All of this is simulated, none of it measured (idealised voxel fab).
A process module follows: voxel wiring stack.
Square cells of 5 nm make up the cross-section cut, whose width is 230 nm.
In this document a cross-section is written as a grid of square cells. It is given as a series of bands, listed from the top down, and a band is one or more rows of cells.
Heights first: top, then bottom, in nm. Then materials, left to right, each with a width in nm. "edge to edge" on a single material: fills the band edge to edge. "blank": empty space.
Height 0 is the level under which the wafer as received is all one material. The lowest band goes on downwards, as in "0 -> down".
When a width is written as two numbers, as in "30->40", the first number is the width in the top row of cells of the band and the second is the width in its bottom row, and the width changes by the same amount from each row to the next.
It should be understood that the words "no alterations made", when stated for a given step, signify that the cross-section underwent no change in any of its cells during that step.
Heads up: "Enclosed cavities" only lists the empty pockets with no open path to the top that are 8 cells or more, and it writes them as width x height at distance, distance from the left edge, in nm.
Post-settings text on a step line: simulator's own remark regarding the step.
overlay nm: step with mask; distance mask lay right of planned place; negative value = left of planned place.

This section lists the process steps that were planned:
1) op RECEIVE | material Si
2) op CONFORMAL_DEP | material SiO2 | thk nm 10
3) op CONFORMAL_DEP | material SiCN | thk nm 5
4) op DIRECTIONAL_DEP | material SiO2 | thk nm 15
5) op MASKED_ETCH | tone open | mask id METAL_1 | width nm 20 | pitch nm 35 | etch materials SiO2 | depth nm 15 | overlay nm 0
6) op MASKED_ETCH | tone open | mask id METAL_1 | width nm 20 | pitch nm 35 | etch materials SiCN | depth nm 5 | overlay nm 0
7) op CONFORMAL_DEP | material TiN | thk nm 5
8) op FILL_DEP | material W | thk nm 5
9) op CMP | height nm 30
10) op EPI | material Ru | thk nm 5
11) op FILL_DEP | material SiCN | thk nm 5
12) op DIRECTIONAL_DEP | material lowk | thk nm 20
13) op MASKED_ETCH | tone open | mask id PLUG_1 | width nm 15 | pitch nm 35 | etch materials lowk | depth nm 20 | overlay nm 0
14) op MASKED_ETCH | tone open | mask id PLUG_1 | width nm 15 | pitch nm 35 | etch materials SiCN | depth nm 5 | overlay nm 0
15) op CONFORMAL_DEP | material TiN | thk nm 5
16) op FILL_DEP | material Cu | thk nm 10
17) op CMP | height nm 60
18) op DIRECTIONAL_DEP | material TiN | thk nm 5
19) op DIRECTIONAL_DEP | material W | thk nm 20
20) op PATTERN | tone cover | mask id METAL_2 | material resist | width nm 20 | pitch nm 35 | thk nm 15 | overlay nm 0
21) op DIRECTIONAL_ETCH | etch materials W | depth nm 20
22) op DIRECTIONAL_ETCH | etch materials TiN | depth nm 5
23) op STRIP | etch materials resist
24) op FILL_DEP | material lowk | thk nm 10
25) op CMP | height nm 85
26) op CONFORMAL_DEP | material SiCN | thk nm 5
27) op DIRECTIONAL_DEP | material SiO2 | thk nm 30
28) op DIRECTIONAL_DEP | material aC | thk nm 10
29) op PATTERN | tone open | mask id METAL_3_HOLES | material resist | width nm 15 | pitch nm 70 | thk nm 25 | overlay nm 0
30) op DIRECTIONAL_ETCH | etch materials aC | depth nm 10
31) op STRIP | etch materials resist
32) op DIRECTIONAL_ETCH | etch materials SiO2 | depth nm 30
33) op STRIP | etch materials aC
34) op PATTERN | tone open | mask id METAL_3 | material resist | width nm 20 | pitch nm 35 | thk nm 20 | overlay nm 0
35) op DIRECTIONAL_ETCH | etch materials SiO2 | depth nm 15
36) op DIRECTIONAL_ETCH | etch materials SiCN | depth nm 5
37) op STRIP | etch materials resist
38) op CONFORMAL_DEP | material TiN | thk nm 5
39) op FILL_DEP | material Cu | thk nm 5
40) op CMP | height nm 120
41) op CONFORMAL_DEP | material SiCN | thk nm 5

As received, after step 1:
> 0 -> down  Si edge to edge
> Enclosed cavities: none

Look at the cross-section after the module: the wafer started out the way shown above and the plan was the one shown above, yet one mistake was made along the way:
> 125 -> 120  SiCN edge to edge
> 120 -> 110  50 nm SiO2, 5 nm TiN, 10 nm Cu, 5 nm TiN, 15 nm SiO2, 5 nm TiN, 10 nm Cu, 5 nm TiN, 15 nm SiO2, 5 nm TiN, 10 nm Cu, 5 nm TiN, 15 nm SiO2, 5 nm TiN, 10 nm Cu, 5 nm TiN, 55 nm SiO2
> 110 -> 105  50 nm SiO2, 5 nm TiN, 5 nm Cu, 10 nm TiN, 15 nm SiO2, 20 nm TiN, 15 nm SiO2, 5 nm TiN, 5 nm Cu, 10 nm TiN, 15 nm SiO2, 20 nm TiN, 55 nm SiO2
> 105 -> 90  50 nm SiO2, 5 nm TiN, 5 nm Cu, 5 nm TiN, 55 nm SiO2, 5 nm TiN, 5 nm Cu, 5 nm TiN, 95 nm SiO2
> 90 -> 85  50 nm SiCN, 15 nm TiN, 55 nm SiCN, 15 nm TiN, 95 nm SiCN
> 85 -> 65  50 nm lowk, 20 nm W, 15 nm lowk, 20 nm W, 15 nm lowk, 20 nm W, 15 nm lowk, 20 nm W, 55 nm lowk
> 65 -> 60  50 nm lowk, 20 nm TiN, 15 nm lowk, 20 nm TiN, 15 nm lowk, 20 nm TiN, 15 nm lowk, 20 nm TiN, 55 nm lowk
> 60 -> 45  50 nm lowk, 5 nm TiN, 10 nm Cu, 5 nm TiN, 15 nm lowk, 5 nm TiN, 10 nm Cu, 5 nm TiN, 15 nm lowk, 5 nm TiN, 10 nm Cu, 5 nm TiN, 15 nm lowk, 5 nm TiN, 10 nm Cu, 5 nm TiN, 55 nm lowk
> 45 -> 40  50 nm lowk, 5 nm TiN, 5 nm Cu, 10 nm TiN, 15 nm lowk, 5 nm TiN, 5 nm Cu, 10 nm TiN, 15 nm lowk, 5 nm TiN, 5 nm Cu, 10 nm TiN, 15 nm lowk, 5 nm TiN, 5 nm Cu, 10 nm TiN, 55 nm lowk
> 40 -> 35  50 nm SiCN, 15 nm TiN, 20 nm SiCN, 15 nm TiN, 20 nm SiCN, 15 nm TiN, 20 nm SiCN, 15 nm TiN, 60 nm SiCN
> 35 -> 30  45 nm SiCN, 30 nm Ru, 5 nm SiCN, 30 nm Ru, 5 nm SiCN, 30 nm Ru, 5 nm SiCN, 30 nm Ru, 50 nm SiCN
> 30 -> 15  50 nm SiO2, 5 nm TiN, 10 nm W, 5 nm TiN, 15 nm SiO2, 5 nm TiN, 10 nm W, 5 nm TiN, 15 nm SiO2, 5 nm TiN, 10 nm W, 5 nm TiN, 15 nm SiO2, 5 nm TiN, 10 nm W, 5 nm TiN, 55 nm SiO2
> 15 -> 10  50 nm SiCN, 20 nm TiN, 15 nm SiCN, 20 nm TiN, 15 nm SiCN, 20 nm TiN, 15 nm SiCN, 20 nm TiN, 55 nm SiCN
> 10 -> 0  SiO2 edge to edge
> 0 -> down  Si edge to edge
> Enclosed cavities: none
The plan and the run diverged here: step 13 ran with different settings than intended, the actual operation and settings being op MASKED_ETCH | tone open | mask id PLUG_1 | width nm 20 | pitch nm 35 | etch materials lowk | depth nm 20 | overlay nm 0
